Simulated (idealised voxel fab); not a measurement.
Process module in this document: voxel self aligned vias
The figure presents cross-section cut, which has a width of 150 nm and is divided into square cells with an edge length of 5 nm.
When this document writes out a cross-section, it uses a grid of square cells and lists it as bands, beginning at the top and moving down, with a band standing for one or more rows of cells. Band: top and bottom heights (nm) first, top before bottom; then materials from left to right, widths in nm. "all across" marks a sole material filling the band edge to edge. "empty" denotes empty space. The reference from which all heights are counted is 0, the level beneath which the as-received wafer is entirely one material; the lowest band, having no lower bound, proceeds downward and is written after the example "0..down". A two-number width, for instance "30..40", indicates that the width is equal to the first number in the top row of the band and to the second number in the bottom row, and that it changes by a constant amount per row of cells. Where the words "no alterations made" appear for a step, the cross-section shows no cell changed by that step; every cell remained as before. What "Sealed void inventory" gives you is every empty space of 8 cells or more that is cut off from the top. Each appears as width x height at distance, with the distance taken from the left edge and width, height and distance all in nm. The remark found on a step's line after its settings is issued by the simulator itself and pertains to that step. The line of a step may include "overlay nm". On a step with a mask, this value is how far to the right of its planned place the mask lay. A negative value means the mask lay to the left.
Process steps (planned)
1 RECEIVE,material Si
2 CONFORMAL_DEP,material SiO2,thk nm 10
3 CONFORMAL_DEP,material SiCN,thk nm 5
4 DIRECTIONAL_DEP,material SiO2,thk nm 30
5 MASKED_ETCH,tone open,mask id LINES,width nm 30,pitch nm 55,etch materials SiO2,depth nm 30,overlay nm 0
6 CONFORMAL_DEP,material TiN,thk nm 5
7 FILL_DEP,material Ru,thk nm 5
8 CMP,height nm 45
9 SELECTIVE_ETCH,etch materials W Ru TiN,depth nm 10
10 FILL_DEP,material SiN,thk nm 10
11 CMP,height nm 45
12 DIRECTIONAL_DEP,material SiO2,thk nm 15
13 PATTERN,tone open,mask id VIAS,material resist,width nm 40,thk nm 20,overlay nm 0
14 DIRECTIONAL_ETCH,etch materials SiO2,depth nm 15
15 DIRECTIONAL_ETCH,etch materials SiN,depth nm 10
16 STRIP,etch materials resist
17 CONFORMAL_DEP,material TiN,thk nm 5
18 FILL_DEP,material Cu,thk nm 5
19 CMP,height nm 60
20 CONFORMAL_DEP,material SiCN,thk nm 5
First of the two wafers, run per plan
Shown in cross-section is the wafer as received, that is, as it stands after step 1
> 0..down: Si all across
> Sealed void inventory: none
How the wafer stands in section after step 2
> 10..0: SiO2 all across
> At heights below 0, the structure remains unaltered.
How the wafer stands in section after step 3
> 15..10: SiCN all across
> At heights below 10, the structure remains unaltered.
How the wafer stands in section after step 4
> 45..15: SiO2 all across
> At heights below 15, the structure remains unaltered.
How the wafer stands in section after step 5
> 45..15: SiO2=30, empty=30, SiO2=25, empty=30, SiO2=35
> At heights below 15, the structure remains unaltered.
How the wafer stands in section after step 6
> 50..45: TiN=35, empty=20, TiN=35, empty=20, TiN=40
> 45..20: SiO2=30, TiN=5, empty=20, TiN=5, SiO2=25, TiN=5, empty=20, TiN=5, SiO2=35
> 20..15: SiO2=30, TiN=30, SiO2=25, TiN=30, SiO2=35
> At heights below 15, the structure remains unaltered.
How the wafer stands in section after step 7
> 55..50: Ru all across
> 50..45: TiN=35, Ru=20, TiN=35, Ru=20, TiN=40
> 45..20: SiO2=30, TiN=5, Ru=20, TiN=5, SiO2=25, TiN=5, Ru=20, TiN=5, SiO2=35
> At heights below 20, the structure remains unaltered.
How the wafer stands in section after step 8
> 45..20: SiO2=30, TiN=5, Ru=20, TiN=5, SiO2=25, TiN=5, Ru=20, TiN=5, SiO2=35
> At heights below 20, the structure remains unaltered.
How the wafer stands in section after step 9
> 45..35: SiO2=30, empty=30, SiO2=25, empty=30, SiO2=35
> At heights below 35, the structure remains unaltered.
How the wafer stands in section after step 10
> 55..45: SiN all across
> 45..35: SiO2=30, SiN=30, SiO2=25, SiN=30, SiO2=35
> At heights below 35, the structure remains unaltered.
How the wafer stands in section after step 11
> 45..35: SiO2=30, SiN=30, SiO2=25, SiN=30, SiO2=35
> At heights below 35, the structure remains unaltered.
How the wafer stands in section after step 12
> 60..45: SiO2 all across
> At heights below 45, the structure remains unaltered.
How the wafer stands in section after step 13
> 80..60: resist=25, empty=40, resist=85
> At heights below 60, the structure remains unaltered.
How the wafer stands in section after step 14
> 80..60: resist=25, empty=40, resist=85
> 60..45: SiO2=25, empty=40, SiO2=85
> At heights below 45, the structure remains unaltered.
How the wafer stands in section after step 15
> 80..60: resist=25, empty=40, resist=85
> 60..45: SiO2=25, empty=40, SiO2=85
> 45..35: SiO2=30, empty=30, SiO2=25, SiN=30, SiO2=35
> At heights below 35, the structure remains unaltered.
How the wafer stands in section after step 16
> 60..45: SiO2=25, empty=40, SiO2=85
> At heights below 45, the structure remains unaltered.
How the wafer stands in section after step 17
> 65..60: TiN=30, empty=30, TiN=90
> 60..50: SiO2=25, TiN=5, empty=30, TiN=5, SiO2=85
> 50..45: SiO2=25, TiN=10, empty=20, TiN=10, SiO2=85
> 45..40: SiO2=30, TiN=5, empty=20, TiN=5, SiO2=25, SiN=30, SiO2=35
> 40..35: SiO2=30, TiN=30, SiO2=25, SiN=30, SiO2=35
> At heights below 35, the structure remains unaltered.
How the wafer stands in section after step 18
> 70..65: Cu all across
> 65..60: TiN=30, Cu=30, TiN=90
> 60..50: SiO2=25, TiN=5, Cu=30, TiN=5, SiO2=85
> 50..45: SiO2=25, TiN=10, Cu=20, TiN=10, SiO2=85
> 45..40: SiO2=30, TiN=5, Cu=20, TiN=5, SiO2=25, SiN=30, SiO2=35
> At heights below 40, the structure remains unaltered.
How the wafer stands in section after step 19
> 60..50: SiO2=25, TiN=5, Cu=30, TiN=5, SiO2=85
> At heights below 50, the structure remains unaltered.
How the wafer stands in section after step 20
> 65..60: SiCN all across
> At heights below 60, the structure remains unaltered.
Wafer two: like wafer one in start and plan, but with one mistake in execution; identical up to and including step 1
Second wafer, cut view, end of step 2 per plan
> 5..0: SiCN all across
> At heights below 0, the structure remains unaltered.
Second wafer, cut view, end of step 3 per plan
> 15..5: SiO2 all across
> At heights below 5, the structure remains unaltered.
Second wafer, cut view, end of step 4 per plan
> 45..5: SiO2 all across
> At heights below 5, the structure remains unaltered.
Second wafer, cut view, end of step 5 per plan
> 45..15: SiO2=30, empty=30, SiO2=25, empty=30, SiO2=35
> At heights below 15, the structure remains unaltered.
Second wafer, cut view, end of step 6 per plan
> 50..45: TiN=35, empty=20, TiN=35, empty=20, TiN=40
> 45..20: SiO2=30, TiN=5, empty=20, TiN=5, SiO2=25, TiN=5, empty=20, TiN=5, SiO2=35
> 20..15: SiO2=30, TiN=30, SiO2=25, TiN=30, SiO2=35
> At heights below 15, the structure remains unaltered.
Second wafer, cut view, end of step 7 per plan
> 55..50: Ru all across
> 50..45: TiN=35, Ru=20, TiN=35, Ru=20, TiN=40
> 45..20: SiO2=30, TiN=5, Ru=20, TiN=5, SiO2=25, TiN=5, Ru=20, TiN=5, SiO2=35
> At heights below 20, the structure remains unaltered.
Second wafer, cut view, end of step 8 per plan
> 45..20: SiO2=30, TiN=5, Ru=20, TiN=5, SiO2=25, TiN=5, Ru=20, TiN=5, SiO2=35
> At heights below 20, the structure remains unaltered.
Second wafer, cut view, end of step 9 per plan
> 45..35: SiO2=30, empty=30, SiO2=25, empty=30, SiO2=35
> At heights below 35, the structure remains unaltered.
Second wafer, cut view, end of step 10 per plan
> 55..45: SiN all across
> 45..35: SiO2=30, SiN=30, SiO2=25, SiN=30, SiO2=35
> At heights below 35, the structure remains unaltered.
Second wafer, cut view, end of step 11 per plan
> 45..35: SiO2=30, SiN=30, SiO2=25, SiN=30, SiO2=35
> At heights below 35, the structure remains unaltered.
Second wafer, cut view, end of step 12 per plan
> 60..45: SiO2 all across
> At heights below 45, the structure remains unaltered.
Second wafer, cut view, end of step 13 per plan
> 80..60: resist=25, empty=40, resist=85
> At heights below 60, the structure remains unaltered.
Second wafer, cut view, end of step 14 per plan
> 80..60: resist=25, empty=40, resist=85
> 60..45: SiO2=25, empty=40, SiO2=85
> At heights below 45, the structure remains unaltered.
Second wafer, cut view, end of step 15 per plan
> 80..60: resist=25, empty=40, resist=85
> 60..45: SiO2=25, empty=40, SiO2=85
> 45..35: SiO2=30, empty=30, SiO2=25, SiN=30, SiO2=35
> At heights below 35, the structure remains unaltered.
Second wafer, cut view, end of step 16 per plan
> 60..45: SiO2=25, empty=40, SiO2=85
> At heights below 45, the structure remains unaltered.
Second wafer, cut view, end of step 17 per plan
> 65..60: TiN=30, empty=30, TiN=90
> 60..50: SiO2=25, TiN=5, empty=30, TiN=5, SiO2=85
> 50..45: SiO2=25, TiN=10, empty=20, TiN=10, SiO2=85
> 45..40: SiO2=30, TiN=5, empty=20, TiN=5, SiO2=25, SiN=30, SiO2=35
> 40..35: SiO2=30, TiN=30, SiO2=25, SiN=30, SiO2=35
> At heights below 35, the structure remains unaltered.
Second wafer, cut view, end of step 18 per plan
> 70..65: Cu all across
> 65..60: TiN=30, Cu=30, TiN=90
> 60..50: SiO2=25, TiN=5, Cu=30, TiN=5, SiO2=85
> 50..45: SiO2=25, TiN=10, Cu=20, TiN=10, SiO2=85
> 45..40: SiO2=30, TiN=5, Cu=20, TiN=5, SiO2=25, SiN=30, SiO2=35
> At heights below 40, the structure remains unaltered.
Second wafer, cut view, end of step 19 per plan
> 60..50: SiO2=25, TiN=5, Cu=30, TiN=5, SiO2=85
> At heights below 50, the structure remains unaltered.
Second wafer, cut view, end of step 20 per plan
> 65..60: SiCN all across
> At heights below 60, the structure remains unaltered.
Plan not followed: step 3 occupied the plan position of step 2, and the converse holds as well
at the end the second wafer has, in cells: as many of each material as the first, in other places
